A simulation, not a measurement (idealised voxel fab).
process module | voxel transistor to metal
cross-section cut | 285 nm wide | cells 5 nm
A cross-section is a grid of square cells, given in bands from the top down. A band is one or more rows of cells.
Each band's line starts with the height of the band's top and of its bottom, in nm. Then come its materials from left to right, each with its width in nm. One material with "throughout" fills the band from edge to edge. "air" is empty space.
Height 0 is the level under which the wafer as received is all one material. The lowest band goes on downwards, as in "0 down".
A width such as "30 to 40" changes by the same amount from each row of cells to the next, from the band's top row to its bottom row.
"no change" after a step means that no cell of the cross-section changed.
closed voids: empty space of 8 cells or more with no open way to the top, each as width x height at its distance from the left edge, in nm
after a step's settings: what the simulator itself notes on the step
overlay nm, on a step with a mask: how far to the right of its planned place the mask lay; to the left if negative
plan
1 op RECEIVE | material Si
2 op CONFORMAL_DEP | material SiO2 | thk nm 5
3 op CONFORMAL_DEP | material SiN | thk nm 10
4 op PATTERN | tone cover | mask id ACTIVE | material resist | width nm 110 | pitch nm 135 | thk nm 20 | overlay nm 0
5 op DIRECTIONAL_ETCH | etch materials SiN | depth nm 10
6 op DIRECTIONAL_ETCH | etch materials SiO2 | depth nm 5
7 op DIRECTIONAL_ETCH | etch materials Si | depth nm 25
8 op STRIP | etch materials resist
9 op FILL_DEP | material SiO2 | thk nm 5
10 op CMP | height nm 15
11 op SELECTIVE_ETCH | etch materials SiO2 | depth nm 5
12 op STRIP | etch materials SiN
13 op SELECTIVE_ETCH | etch materials SiO2 | depth nm 5
14 op OXIDIZE | depth nm 5
15 op DIRECTIONAL_DEP | material polySi | thk nm 30
16 op DIRECTIONAL_DEP | material SiCN | thk nm 10
17 op MASKED_ETCH | tone cover | mask id GATE | width nm 20 | pitch nm 135 | etch materials SiCN | depth nm 20 | overlay nm 0
18 op MASKED_ETCH | tone cover | mask id GATE | width nm 20 | pitch nm 135 | etch materials polySi | depth nm 40 | overlay nm 0
19 op CONFORMAL_DEP | material SiO2 | thk nm 5
20 op DIRECTIONAL_ETCH | etch materials SiO2 | depth nm 5
21 op CONFORMAL_DEP | material SiN | thk nm 10
22 op DIRECTIONAL_ETCH | etch materials SiN | depth nm 10
23 op DIRECTIONAL_ETCH | etch materials SiO2 | depth nm 5
24 op EPI | material SiGe | thk nm 5
25 op FILL_DEP | material SiO2 | thk nm 5
26 op CMP | height nm 40
27 op DIRECTIONAL_DEP | material SiO2 | thk nm 15
28 op PATTERN | tone open | mask id CONTACT | material resist | width nm 30 | thk nm 20 | overlay nm 0
29 op DIRECTIONAL_ETCH | etch materials SiO2 | depth nm 55
30 op STRIP | etch materials resist
31 op CONFORMAL_DEP | material TiN | thk nm 5
32 op FILL_DEP | material W | thk nm 5
33 op CMP | height nm 55
34 op DIRECTIONAL_DEP | material TiN | thk nm 5
35 op DIRECTIONAL_DEP | material Ru | thk nm 25
36 op PATTERN | tone cover | mask id METAL_1 | material resist | width nm 20 | thk nm 15 | overlay nm 0
37 op DIRECTIONAL_ETCH | etch materials Ru | depth nm 25
38 op DIRECTIONAL_ETCH | etch materials TiN | depth nm 5
39 op STRIP | etch materials resist
40 op FILL_DEP | material SiO2 | thk nm 5
41 op CMP | height nm 85
42 op CONFORMAL_DEP | material SiCN | thk nm 5
as received, after step 1
  0 down: Si throughout
  closed voids: none
first wafer at the end, as planned
  90 to 85: SiCN throughout
  85 to 60: SiO2 30 | Ru 20 | SiO2 50 | Ru 20 | SiO2 45 | Ru 20 | SiO2 50 | Ru 20 | SiO2 30
  60 to 55: SiO2 30 | TiN 20 | SiO2 50 | TiN 20 | SiO2 45 | TiN 20 | SiO2 50 | TiN 20 | SiO2 30
  55 to 45: SiO2 30 | TiN 5 | W 20 | TiN 5 | SiO2 30 | TiN 5 | W 20 | TiN 5 | SiO2 45 | TiN 5 | W 20 | TiN 5 | SiO2 30 | TiN 5 | W 20 | TiN 5 | SiO2 30
  45 to 40: SiO2 30 | TiN 5 | W 10 | TiN 15 | SiO2 30 | TiN 15 | W 10 | TiN 5 | SiO2 45 | TiN 5 | W 10 | TiN 15 | SiO2 30 | TiN 15 | W 10 | TiN 5 | SiO2 30
  40 to 30: SiO2 30 | TiN 5 | W 10 | TiN 5 | SiN 10 | SiO2 5 | SiCN 20 | SiO2 5 | SiN 10 | TiN 5 | W 10 | TiN 5 | SiO2 45 | TiN 5 | W 10 | TiN 5 | SiN 10 | SiO2 5 | SiCN 20 | SiO2 5 | SiN 10 | TiN 5 | W 10 | TiN 5 | SiO2 30
  30 to 5: SiO2 30 | TiN 5 | W 10 | TiN 5 | SiN 10 | SiO2 5 | polySi 20 | SiO2 5 | SiN 10 | TiN 5 | W 10 | TiN 5 | SiO2 45 | TiN 5 | W 10 | TiN 5 | SiN 10 | SiO2 5 | polySi 20 | SiO2 5 | SiN 10 | TiN 5 | W 10 | TiN 5 | SiO2 30
  5 to 0: SiO2 20 | SiN 10 | TiN 20 | SiN 10 | SiO2 5 | polySi 20 | SiO2 5 | SiN 10 | TiN 20 | SiN 10 | SiO2 25 | SiN 10 | TiN 20 | SiN 10 | SiO2 5 | polySi 20 | SiO2 5 | SiN 10 | TiN 20 | SiN 10 | SiO2 20
  0 to -5: SiO2 30 | SiGe 20 | SiO2 50 | SiGe 20 | SiO2 45 | SiGe 20 | SiO2 50 | SiGe 20 | SiO2 30
  -5 to -25: SiO2 20 | Si 110 | SiO2 25 | Si 110 | SiO2 20
  -25 down: Si throughout
  closed voids: none
second wafer at the end: like start, like plan, one mistake
  90 to 85: SiCN throughout
  85 to 60: SiO2 30 | Ru 20 | SiO2 50 | Ru 20 | SiO2 45 | Ru 20 | SiO2 50 | Ru 20 | SiO2 30
  60 to 55: SiO2 30 | TiN 20 | SiO2 50 | TiN 20 | SiO2 45 | TiN 20 | SiO2 50 | TiN 20 | SiO2 30
  55 to 45: SiO2 30 | TiN 5 | W 20 | TiN 5 | SiO2 30 | TiN 5 | W 20 | TiN 5 | SiO2 45 | TiN 5 | W 20 | TiN 5 | SiO2 30 | TiN 5 | W 20 | TiN 5 | SiO2 30
  45 to 40: SiO2 30 | TiN 30 | SiO2 30 | TiN 30 | SiO2 45 | TiN 30 | SiO2 30 | TiN 30 | SiO2 30
  40 to 30: SiO2 30 | TiN 10 | SiN 10 | TiN 10 | SiO2 5 | SiCN 20 | SiO2 5 | TiN 10 | SiN 10 | TiN 10 | SiO2 45 | TiN 10 | SiN 10 | TiN 10 | SiO2 5 | SiCN 20 | SiO2 5 | TiN 10 | SiN 10 | TiN 10 | SiO2 30
  30 to 15: SiO2 30 | TiN 10 | SiN 10 | TiN 10 | SiO2 5 | polySi 20 | SiO2 5 | TiN 10 | SiN 10 | TiN 10 | SiO2 45 | TiN 10 | SiN 10 | TiN 10 | SiO2 5 | polySi 20 | SiO2 5 | TiN 10 | SiN 10 | TiN 10 | SiO2 30
  15 to 10: SiO2 30 | SiN 20 | TiN 10 | SiO2 5 | polySi 20 | SiO2 5 | TiN 10 | SiN 20 | SiO2 45 | SiN 20 | TiN 10 | SiO2 5 | polySi 20 | SiO2 5 | TiN 10 | SiN 20 | SiO2 30
  10 to 0: SiO2 50 | TiN 10 | SiO2 5 | polySi 20 | SiO2 5 | TiN 10 | SiO2 85 | TiN 10 | SiO2 5 | polySi 20 | SiO2 5 | TiN 10 | SiO2 50
  0 to -5: SiO2 throughout
  -5 to -25: SiO2 20 | Si 110 | SiO2 25 | Si 110 | SiO2 20
  -25 down: Si throughout
  closed voids: none
what went wrong: step 19 ran as: op CONFORMAL_DEP | material SiO2 | thk nm 15
at the end the second wafer has, in cells: 16 fewer of SiGe | 16 fewer of SiN | 56 more of SiO2 | 40 more of TiN | 64 fewer of W
